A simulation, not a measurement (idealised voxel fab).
Process module, titled voxel gate over fins
The width of the displayed cross-section, cut, is 240 nm; its cells are square, with a size of 5 nm.
The cross-sections in this document take the form of a grid made of square cells. They are written out as bands, in order from top to bottom. Each band consists of one or more rows of cells.
Read a band's entry like this: the first values are the height of its top and the height of its bottom in nm, and what follows is the sequence of materials from left to right, each with its width in nm. Note that "empty" is empty space, and that a single material marked "full width" reaches across the band from edge to edge.
Note: height 0 marks the level under which the wafer is uniformly one material as received. Lowest band unbounded below, written "from 0 down".
Note: "30..40" means the width goes from the first number (top row of the band) to the second number (bottom row) in equal steps per row of cells.
You'll sometimes find "same as before" written for a step, and that's the way of saying that nowhere in the cross-section did a cell change during that step.
"Completely sealed voids": sealed empty spaces, 8 cells or more, no open way to top, listed width x height at distance, with distance from the left edge and width, height and distance in nm.
The remark found on a step's line after its settings is issued by the simulator itself and pertains to that step.
What "overlay nm" on a step's line means: if the step has a mask, that mask lay this far to the right of its planned place, or, when the value is negative, to the left.

plan
1,RECEIVE, material Si
2,CONFORMAL_DEP, material SiN, thk nm 5
3,PATTERN, tone cover, mask id FINS, material resist, width nm 15, pitch nm 60, thk nm 20, overlay nm 0
4,DIRECTIONAL_ETCH, etch materials SiN, depth nm 5
5,DIRECTIONAL_ETCH, etch materials Si, depth nm 40
6,STRIP, etch materials resist
7,FILL_DEP, material SiO2, thk nm 10
8,CMP, height nm 5
9,MASKED_ETCH, tone open, mask id RAIL, width nm 15, etch materials SiO2, depth nm 40, overlay nm 0
10,CONFORMAL_DEP, material TiN, thk nm 5
11,FILL_DEP, material W, thk nm 10
12,CMP, height nm 5
13,SELECTIVE_ETCH, etch materials W Ru TiN, depth nm 30
14,FILL_DEP, material SiO2, thk nm 5
15,CMP, height nm 5
16,SELECTIVE_ETCH, etch materials SiO2, depth nm 20
17,STRIP, etch materials SiN
18,CONFORMAL_DEP, material HfO2, thk nm 5
19,CONFORMAL_DEP, material TiN, thk nm 5
20,FILL_DEP, material W, thk nm 10
21,CMP, height nm 15
22,CONFORMAL_DEP, material SiN, thk nm 10

On the first of the two wafers: run conducted according to plan

Cross-section of the wafer at receipt, which is the condition after step 1
- from 0 down  Si full width
- Completely sealed voids: none

How the wafer stands in section after step 2
- from 5 to 0  SiN full width
- Everything below 0 is unchanged.

How the wafer stands in section after step 3
- from 25 to 5  empty 20, resist 15, empty 45, resist 15, empty 45, resist 15, empty 45, resist 15, empty 25
- Everything below 5 is unchanged.

How the wafer stands in section after step 4
- from 25 to 5  empty 20, resist 15, empty 45, resist 15, empty 45, resist 15, empty 45, resist 15, empty 25
- from 5 to 0  empty 20, SiN 15, empty 45, SiN 15, empty 45, SiN 15, empty 45, SiN 15, empty 25
- Everything below 0 is unchanged.

How the wafer stands in section after step 5
- from 25 to 5  empty 20, resist 15, empty 45, resist 15, empty 45, resist 15, empty 45, resist 15, empty 25
- from 5 to 0  empty 20, SiN 15, empty 45, SiN 15, empty 45, SiN 15, empty 45, SiN 15, empty 25
- from 0 to -40  empty 20, Si 15, empty 45, Si 15, empty 45, Si 15, empty 45, Si 15, empty 25
- Everything below -40 is unchanged.

How the wafer stands in section after step 6
- from 5 to 0  empty 20, SiN 15, empty 45, SiN 15, empty 45, SiN 15, empty 45, SiN 15, empty 25
- Everything below 0 is unchanged.

How the wafer stands in section after step 7
- from 15 to 5  SiO2 full width
- from 5 to 0  SiO2 20, SiN 15, SiO2 45, SiN 15, SiO2 45, SiN 15, SiO2 45, SiN 15, SiO2 25
- from 0 to -40  SiO2 20, Si 15, SiO2 45, Si 15, SiO2 45, Si 15, SiO2 45, Si 15, SiO2 25
- Everything below -40 is unchanged.

How the wafer stands in section after step 8
- from 5 to 0  SiO2 20, SiN 15, SiO2 45, SiN 15, SiO2 45, SiN 15, SiO2 45, SiN 15, SiO2 25
- Everything below 0 is unchanged.

How the wafer stands in section after step 9
- from 5 to 0  SiO2 20, SiN 15, SiO2 15, empty 15, SiO2 15, SiN 15, SiO2 45, SiN 15, SiO2 45, SiN 15, SiO2 25
- from 0 to -35  SiO2 20, Si 15, SiO2 15, empty 15, SiO2 15, Si 15, SiO2 45, Si 15, SiO2 45, Si 15, SiO2 25
- Everything below -35 is unchanged.

How the wafer stands in section after step 10
- from 10 to 5  TiN 55, empty 5, TiN 180
- from 5 to 0  SiO2 20, SiN 15, SiO2 15, TiN 5, empty 5, TiN 5, SiO2 15, SiN 15, SiO2 45, SiN 15, SiO2 45, SiN 15, SiO2 25
- from 0 to -30  SiO2 20, Si 15, SiO2 15, TiN 5, empty 5, TiN 5, SiO2 15, Si 15, SiO2 45, Si 15, SiO2 45, Si 15, SiO2 25
- from -30 to -35  SiO2 20, Si 15, SiO2 15, TiN 15, SiO2 15, Si 15, SiO2 45, Si 15, SiO2 45, Si 15, SiO2 25
- Everything below -35 is unchanged.

How the wafer stands in section after step 11
- from 20 to 10  W full width
- from 10 to 5  TiN 55, W 5, TiN 180
- from 5 to 0  SiO2 20, SiN 15, SiO2 15, TiN 5, W 5, TiN 5, SiO2 15, SiN 15, SiO2 45, SiN 15, SiO2 45, SiN 15, SiO2 25
- from 0 to -30  SiO2 20, Si 15, SiO2 15, TiN 5, W 5, TiN 5, SiO2 15, Si 15, SiO2 45, Si 15, SiO2 45, Si 15, SiO2 25
- Everything below -30 is unchanged.

How the wafer stands in section after step 12
- from 5 to 0  SiO2 20, SiN 15, SiO2 15, TiN 5, W 5, TiN 5, SiO2 15, SiN 15, SiO2 45, SiN 15, SiO2 45, SiN 15, SiO2 25
- Everything below 0 is unchanged.

How the wafer stands in section after step 13
- from 5 to 0  SiO2 20, SiN 15, SiO2 15, empty 15, SiO2 15, SiN 15, SiO2 45, SiN 15, SiO2 45, SiN 15, SiO2 25
- from 0 to -25  SiO2 20, Si 15, SiO2 15, empty 15, SiO2 15, Si 15, SiO2 45, Si 15, SiO2 45, Si 15, SiO2 25
- Everything below -25 is unchanged.

How the wafer stands in section after step 14
- from 10 to 5  SiO2 full width
- from 5 to 0  SiO2 20, SiN 15, SiO2 45, SiN 15, SiO2 45, SiN 15, SiO2 45, SiN 15, SiO2 25
- from 0 to -25  SiO2 20, Si 15, SiO2 45, Si 15, SiO2 45, Si 15, SiO2 45, Si 15, SiO2 25
- Everything below -25 is unchanged.

How the wafer stands in section after step 15
- from 5 to 0  SiO2 20, SiN 15, SiO2 45, SiN 15, SiO2 45, SiN 15, SiO2 45, SiN 15, SiO2 25
- Everything below 0 is unchanged.

How the wafer stands in section after step 16
- from 5 to 0  empty 20, SiN 15, empty 45, SiN 15, empty 45, SiN 15, empty 45, SiN 15, empty 25
- from 0 to -15  empty 20, Si 15, empty 45, Si 15, empty 45, Si 15, empty 45, Si 15, empty 25
- Everything below -15 is unchanged.

How the wafer stands in section after step 17
- from 0 to -15  empty 20, Si 15, empty 45, Si 15, empty 45, Si 15, empty 45, Si 15, empty 25
- Everything below -15 is unchanged.

How the wafer stands in section after step 18
- from 5 to 0  empty 15, HfO2 25, empty 35, HfO2 25, empty 35, HfO2 25, empty 35, HfO2 25, empty 20
- from 0 to -10  empty 15, HfO2 5, Si 15, HfO2 5, empty 35, HfO2 5, Si 15, HfO2 5, empty 35, HfO2 5, Si 15, HfO2 5, empty 35, HfO2 5, Si 15, HfO2 5, empty 20
- from -10 to -15  HfO2 20, Si 15, HfO2 45, Si 15, HfO2 45, Si 15, HfO2 45, Si 15, HfO2 25
- Everything below -15 is unchanged.

How the wafer stands in section after step 19
- from 10 to 5  empty 10, TiN 35, empty 25, TiN 35, empty 25, TiN 35, empty 25, TiN 35, empty 15
- from 5 to 0  empty 10, TiN 5, HfO2 25, TiN 5, empty 25, TiN 5, HfO2 25, TiN 5, empty 25, TiN 5, HfO2 25, TiN 5, empty 25, TiN 5, HfO2 25, TiN 5, empty 15
- from 0 to -5  empty 10, TiN 5, HfO2 5, Si 15, HfO2 5, TiN 5, empty 25, TiN 5, HfO2 5, Si 15, HfO2 5, TiN 5, empty 25, TiN 5, HfO2 5, Si 15, HfO2 5, TiN 5, empty 25, TiN 5, HfO2 5, Si 15, HfO2 5, TiN 5, empty 15
- from -5 to -10  TiN 15, HfO2 5, Si 15, HfO2 5, TiN 35, HfO2 5, Si 15, HfO2 5, TiN 35, HfO2 5, Si 15, HfO2 5, TiN 35, HfO2 5, Si 15, HfO2 5, TiN 20
- Everything below -10 is unchanged.

How the wafer stands in section after step 20
- from 20 to 10  W full width
- from 10 to 5  W 10, TiN 35, W 25, TiN 35, W 25, TiN 35, W 25, TiN 35, W 15
- from 5 to 0  W 10, TiN 5, HfO2 25, TiN 5, W 25, TiN 5, HfO2 25, TiN 5, W 25, TiN 5, HfO2 25, TiN 5, W 25, TiN 5, HfO2 25, TiN 5, W 15
- from 0 to -5  W 10, TiN 5, HfO2 5, Si 15, HfO2 5, TiN 5, W 25, TiN 5, HfO2 5, Si 15, HfO2 5, TiN 5, W 25, TiN 5, HfO2 5, Si 15, HfO2 5, TiN 5, W 25, TiN 5, HfO2 5, Si 15, HfO2 5, TiN 5, W 15
- Everything below -5 is unchanged.

How the wafer stands in section after step 21
- from 15 to 10  W full width
- Everything below 10 is unchanged.

How the wafer stands in section after step 22
- from 25 to 15  SiN full width
- Everything below 15 is unchanged.

Here the second wafer is described. Its start and its plan were those of the first wafer. Its run contained one mistake. Up to and including step 11, it did exactly what the first wafer did

Second wafer cross-section, taken as of the time the plan sets for step 12 to be done: same as before

Second wafer cross-section, taken as of the time the plan sets for step 13 to be done
- from 5 to 0  SiO2 20, SiN 15, SiO2 15, empty 15, SiO2 15, SiN 15, SiO2 45, SiN 15, SiO2 45, SiN 15, SiO2 25
- from 0 to -10  SiO2 20, Si 15, SiO2 15, empty 15, SiO2 15, Si 15, SiO2 45, Si 15, SiO2 45, Si 15, SiO2 25
- Everything below -10 is unchanged.

Second wafer cross-section, taken as of the time the plan sets for step 14 to be done
- from 10 to 5  SiO2 full width
- from 5 to 0  SiO2 20, SiN 15, SiO2 45, SiN 15, SiO2 45, SiN 15, SiO2 45, SiN 15, SiO2 25
- from 0 to -10  SiO2 20, Si 15, SiO2 45, Si 15, SiO2 45, Si 15, SiO2 45, Si 15, SiO2 25
- Everything below -10 is unchanged.

Second wafer cross-section, taken as of the time the plan sets for step 15 to be done
- from 5 to 0  SiO2 20, SiN 15, SiO2 45, SiN 15, SiO2 45, SiN 15, SiO2 45, SiN 15, SiO2 25
- Everything below 0 is unchanged.

Second wafer cross-section, taken as of the time the plan sets for step 16 to be done
- from 5 to 0  empty 20, SiN 15, empty 45, SiN 15, empty 45, SiN 15, empty 45, SiN 15, empty 25
- from 0 to -10  empty 20, Si 15, empty 45, Si 15, empty 45, Si 15, empty 45, Si 15, empty 25
- from -10 to -15  empty 20, Si 15, empty 15, TiN 5, W 5, TiN 5, empty 15, Si 15, empty 45, Si 15, empty 45, Si 15, empty 25
- Everything below -15 is unchanged.

Second wafer cross-section, taken as of the time the plan sets for step 17 to be done
- from 0 to -10  empty 20, Si 15, empty 45, Si 15, empty 45, Si 15, empty 45, Si 15, empty 25
- Everything below -10 is unchanged.

Second wafer cross-section, taken as of the time the plan sets for step 18 to be done
- from 5 to 0  empty 15, HfO2 25, empty 35, HfO2 25, empty 35, HfO2 25, empty 35, HfO2 25, empty 20
- from 0 to -5  empty 15, HfO2 5, Si 15, HfO2 5, empty 35, HfO2 5, Si 15, HfO2 5, empty 35, HfO2 5, Si 15, HfO2 5, empty 35, HfO2 5, Si 15, HfO2 5, empty 20
- from -5 to -10  empty 15, HfO2 5, Si 15, HfO2 5, empty 5, HfO2 25, empty 5, HfO2 5, Si 15, HfO2 5, empty 35, HfO2 5, Si 15, HfO2 5, empty 35, HfO2 5, Si 15, HfO2 5, empty 20
- from -10 to -15  HfO2 20, Si 15, HfO2 15, TiN 5, W 5, TiN 5, HfO2 15, Si 15, HfO2 45, Si 15, HfO2 45, Si 15, HfO2 25
- Everything below -15 is unchanged.

Second wafer cross-section, taken as of the time the plan sets for step 19 to be done
- from 10 to 5  empty 10, TiN 35, empty 25, TiN 35, empty 25, TiN 35, empty 25, TiN 35, empty 15
- from 5 to 0  empty 10, TiN 5, HfO2 25, TiN 5, empty 25, TiN 5, HfO2 25, TiN 5, empty 25, TiN 5, HfO2 25, TiN 5, empty 25, TiN 5, HfO2 25, TiN 5, empty 15
- from 0 to -5  empty 10, TiN 5, HfO2 5, Si 15, HfO2 5, TiN 35, HfO2 5, Si 15, HfO2 5, TiN 5, empty 25, TiN 5, HfO2 5, Si 15, HfO2 5, TiN 5, empty 25, TiN 5, HfO2 5, Si 15, HfO2 5, TiN 5, empty 15
- from -5 to -10  TiN 15, HfO2 5, Si 15, HfO2 5, TiN 5, HfO2 25, TiN 5, HfO2 5, Si 15, HfO2 5, TiN 35, HfO2 5, Si 15, HfO2 5, TiN 35, HfO2 5, Si 15, HfO2 5, TiN 20
- Everything below -10 is unchanged.

Second wafer cross-section, taken as of the time the plan sets for step 20 to be done
- from 20 to 10  W full width
- from 10 to 5  W 10, TiN 35, W 25, TiN 35, W 25, TiN 35, W 25, TiN 35, W 15
- from 5 to 0  W 10, TiN 5, HfO2 25, TiN 5, W 25, TiN 5, HfO2 25, TiN 5, W 25, TiN 5, HfO2 25, TiN 5, W 25, TiN 5, HfO2 25, TiN 5, W 15
- from 0 to -5  W 10, TiN 5, HfO2 5, Si 15, HfO2 5, TiN 35, HfO2 5, Si 15, HfO2 5, TiN 5, W 25, TiN 5, HfO2 5, Si 15, HfO2 5, TiN 5, W 25, TiN 5, HfO2 5, Si 15, HfO2 5, TiN 5, W 15
- Everything below -5 is unchanged.

Second wafer cross-section, taken as of the time the plan sets for step 21 to be done
- from 15 to 10  W full width
- Everything below 10 is unchanged.

Second wafer cross-section, taken as of the time the plan sets for step 22 to be done
- from 25 to 15  SiN full width
- Everything below 15 is unchanged.
The plan and the run diverged here: yeah, step 12 of the plan got skipped, never ran
The second wafer ends with more or fewer cells of some materials than the first, per final count: HfO2: 2 more; SiO2: 6 fewer; TiN: 6 more; W: 2 fewer
